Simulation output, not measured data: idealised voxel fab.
The name of this process module is voxel self aligned vias.
This is section cut - it's 260 nm across, gridded in 5 nm square cells.
Format of a cross-section: grid, square cells. Given as bands. Order: top down. Band: one or more rows of cells.
Heads up on the band format: heights come first, top then bottom, in nm. After that it's the materials left to right, each with its width in nm. A single material flagged "throughout" fills the whole band edge to edge, and "air" means there's empty space there.
It should be noted that heights are counted from 0, beneath which the wafer as supplied is of one material throughout, and that the lowest band possesses no lower boundary but continues downward, as written in "from 0 down".
Graded width ("30->40"): value in top row of band = first number; value in bottom row = second number; row-to-row change constant.
For the purposes of this document, the phrase "nothing altered" attached to a step denotes that no cell within the cross-section was modified by that step.
So "Tabulated closed voids" is basically the list of trapped voids: any empty space of 8 cells or more that can't reach the top through an opening. They're written width x height at distance, the distance being from the left edge, and it's all nm.
On each step's line, the part that comes after the settings is the simulator's own comment on the step.
A step's line can hold "overlay nm"; with a mask on that step, the setting says how far right of the planned place the mask lay, while a negative setting says it lay to the left.

[The planned process steps are enumerated hereunder]
1. RECEIVE,material Si
2. CONFORMAL_DEP,material SiO2,thk nm 15
3. CONFORMAL_DEP,material SiCN,thk nm 5
4. DIRECTIONAL_DEP,material lowk,thk nm 20
5. PATTERN,tone open,mask id LINES,material resist,width nm 20,pitch nm 60,thk nm 15,overlay nm 0
6. DIRECTIONAL_ETCH,etch materials lowk,depth nm 20
7. STRIP,etch materials resist
8. CONFORMAL_DEP,material TiN,thk nm 5
9. FILL_DEP,material Ru,thk nm 10
10. CMP,height nm 40
11. SELECTIVE_ETCH,etch materials W Ru TiN,depth nm 10
12. FILL_DEP,material SiN,thk nm 5
13. CMP,height nm 40
14. DIRECTIONAL_DEP,material lowk,thk nm 20
15. MASKED_ETCH,tone open,mask id VIAS,width nm 40,etch materials lowk,depth nm 20,overlay nm 0
16. MASKED_ETCH,tone open,mask id VIAS,width nm 40,etch materials SiN,depth nm 10,overlay nm 0
17. CONFORMAL_DEP,material TiN,thk nm 5
18. FILL_DEP,material Cu,thk nm 10
19. CMP,height nm 60
20. CONFORMAL_DEP,material SiCN,thk nm 5

[What follows covers the first of two wafers; it ran as planned]

[Cross-section of the wafer upon arrival, representing the state reached after step 1]
from 0 down: Si throughout
Tabulated closed voids: none

[Step 2 done - wafer cross-section]
from 15 to 0: SiO2 throughout
Note: structure below 0 unchanged.

[Step 3 done - wafer cross-section]
from 20 to 15: SiCN throughout
Note: structure below 15 unchanged.

[Step 4 done - wafer cross-section]
from 40 to 20: lowk throughout
Note: structure below 20 unchanged.

[Step 5 done - wafer cross-section]
from 55 to 40: 90 resist; 20 air; 40 resist; 20 air; 90 resist
Note: structure below 40 unchanged.

[Step 6 done - wafer cross-section]
from 55 to 40: 90 resist; 20 air; 40 resist; 20 air; 90 resist
from 40 to 20: 90 lowk; 20 air; 40 lowk; 20 air; 90 lowk
Note: structure below 20 unchanged.

[Step 7 done - wafer cross-section]
from 40 to 20: 90 lowk; 20 air; 40 lowk; 20 air; 90 lowk
Note: structure below 20 unchanged.

[Step 8 done - wafer cross-section]
from 45 to 40: 95 TiN; 10 air; 50 TiN; 10 air; 95 TiN
from 40 to 25: 90 lowk; 5 TiN; 10 air; 5 TiN; 40 lowk; 5 TiN; 10 air; 5 TiN; 90 lowk
from 25 to 20: 90 lowk; 20 TiN; 40 lowk; 20 TiN; 90 lowk
Note: structure below 20 unchanged.

[Step 9 done - wafer cross-section]
from 55 to 45: Ru throughout
from 45 to 40: 95 TiN; 10 Ru; 50 TiN; 10 Ru; 95 TiN
from 40 to 25: 90 lowk; 5 TiN; 10 Ru; 5 TiN; 40 lowk; 5 TiN; 10 Ru; 5 TiN; 90 lowk
Note: structure below 25 unchanged.

[Step 10 done - wafer cross-section]
from 40 to 25: 90 lowk; 5 TiN; 10 Ru; 5 TiN; 40 lowk; 5 TiN; 10 Ru; 5 TiN; 90 lowk
Note: structure below 25 unchanged.

[Step 11 done - wafer cross-section]
from 40 to 30: 90 lowk; 20 air; 40 lowk; 20 air; 90 lowk
Note: structure below 30 unchanged.

[Step 12 done - wafer cross-section]
from 45 to 40: SiN throughout
from 40 to 30: 90 lowk; 20 SiN; 40 lowk; 20 SiN; 90 lowk
Note: structure below 30 unchanged.

[Step 13 done - wafer cross-section]
from 40 to 30: 90 lowk; 20 SiN; 40 lowk; 20 SiN; 90 lowk
Note: structure below 30 unchanged.

[Step 14 done - wafer cross-section]
from 60 to 40: lowk throughout
Note: structure below 40 unchanged.

[Step 15 done - wafer cross-section]
from 60 to 40: 80 lowk; 40 air; 140 lowk
Note: structure below 40 unchanged.

[Step 16 done - wafer cross-section]
from 60 to 40: 80 lowk; 40 air; 140 lowk
from 40 to 30: 90 lowk; 20 air; 40 lowk; 20 SiN; 90 lowk
Note: structure below 30 unchanged.

[Step 17 done - wafer cross-section]
from 65 to 60: 85 TiN; 30 air; 145 TiN
from 60 to 45: 80 lowk; 5 TiN; 30 air; 5 TiN; 140 lowk
from 45 to 40: 80 lowk; 15 TiN; 10 air; 15 TiN; 140 lowk
from 40 to 35: 90 lowk; 5 TiN; 10 air; 5 TiN; 40 lowk; 20 SiN; 90 lowk
from 35 to 30: 90 lowk; 20 TiN; 40 lowk; 20 SiN; 90 lowk
Note: structure below 30 unchanged.

[Step 18 done - wafer cross-section]
from 75 to 65: Cu throughout
from 65 to 60: 85 TiN; 30 Cu; 145 TiN
from 60 to 45: 80 lowk; 5 TiN; 30 Cu; 5 TiN; 140 lowk
from 45 to 40: 80 lowk; 15 TiN; 10 Cu; 15 TiN; 140 lowk
from 40 to 35: 90 lowk; 5 TiN; 10 Cu; 5 TiN; 40 lowk; 20 SiN; 90 lowk
Note: structure below 35 unchanged.

[Step 19 done - wafer cross-section]
from 60 to 45: 80 lowk; 5 TiN; 30 Cu; 5 TiN; 140 lowk
Note: structure below 45 unchanged.

[Step 20 done - wafer cross-section]
from 65 to 60: SiCN throughout
Note: structure below 60 unchanged.

[Wafer two of the pair: same origin, same plan, one error during the run; identical to wafer one up to and including step 14]

[Cross-section of the second wafer at the time step 15 of the plan should have ended]
from 60 to 40: 80 lowk; 40 air; 140 lowk
from 40 to 30: 80 lowk; 10 air; 20 SiN; 10 air; 30 lowk; 20 SiN; 90 lowk
from 30 to 25: 80 lowk; 10 air; 5 TiN; 10 Ru; 5 TiN; 10 air; 30 lowk; 5 TiN; 10 Ru; 5 TiN; 90 lowk
from 25 to 20: 80 lowk; 10 air; 20 TiN; 10 air; 30 lowk; 20 TiN; 90 lowk
Note: structure below 20 unchanged.

[Cross-section of the second wafer at the time step 16 of the plan should have ended]
from 60 to 40: 80 lowk; 40 air; 140 lowk
from 40 to 30: 80 lowk; 40 air; 30 lowk; 20 SiN; 90 lowk
Note: structure below 30 unchanged.

[Cross-section of the second wafer at the time step 17 of the plan should have ended]
from 65 to 60: 85 TiN; 30 air; 145 TiN
from 60 to 40: 80 lowk; 5 TiN; 30 air; 5 TiN; 140 lowk
from 40 to 35: 80 lowk; 5 TiN; 30 air; 5 TiN; 30 lowk; 20 SiN; 90 lowk
from 35 to 30: 80 lowk; 40 TiN; 30 lowk; 20 SiN; 90 lowk
from 30 to 25: 80 lowk; 15 TiN; 10 Ru; 15 TiN; 30 lowk; 5 TiN; 10 Ru; 5 TiN; 90 lowk
from 25 to 20: 80 lowk; 40 TiN; 30 lowk; 20 TiN; 90 lowk
Note: structure below 20 unchanged.

[Cross-section of the second wafer at the time step 18 of the plan should have ended]
from 75 to 65: Cu throughout
from 65 to 60: 85 TiN; 30 Cu; 145 TiN
from 60 to 40: 80 lowk; 5 TiN; 30 Cu; 5 TiN; 140 lowk
from 40 to 35: 80 lowk; 5 TiN; 30 Cu; 5 TiN; 30 lowk; 20 SiN; 90 lowk
Note: structure below 35 unchanged.

[Cross-section of the second wafer at the time step 19 of the plan should have ended]
from 60 to 40: 80 lowk; 5 TiN; 30 Cu; 5 TiN; 140 lowk
Note: structure below 40 unchanged.

[Cross-section of the second wafer at the time step 20 of the plan should have ended]
from 65 to 60: SiCN throughout
Note: structure below 60 unchanged.
The plan and the run diverged here: step 15 of the plan was executed twice over
The final cell counts differ between the wafers, with the second having more or fewer of some materials than the first: Cu +8, TiN +8, lowk -16
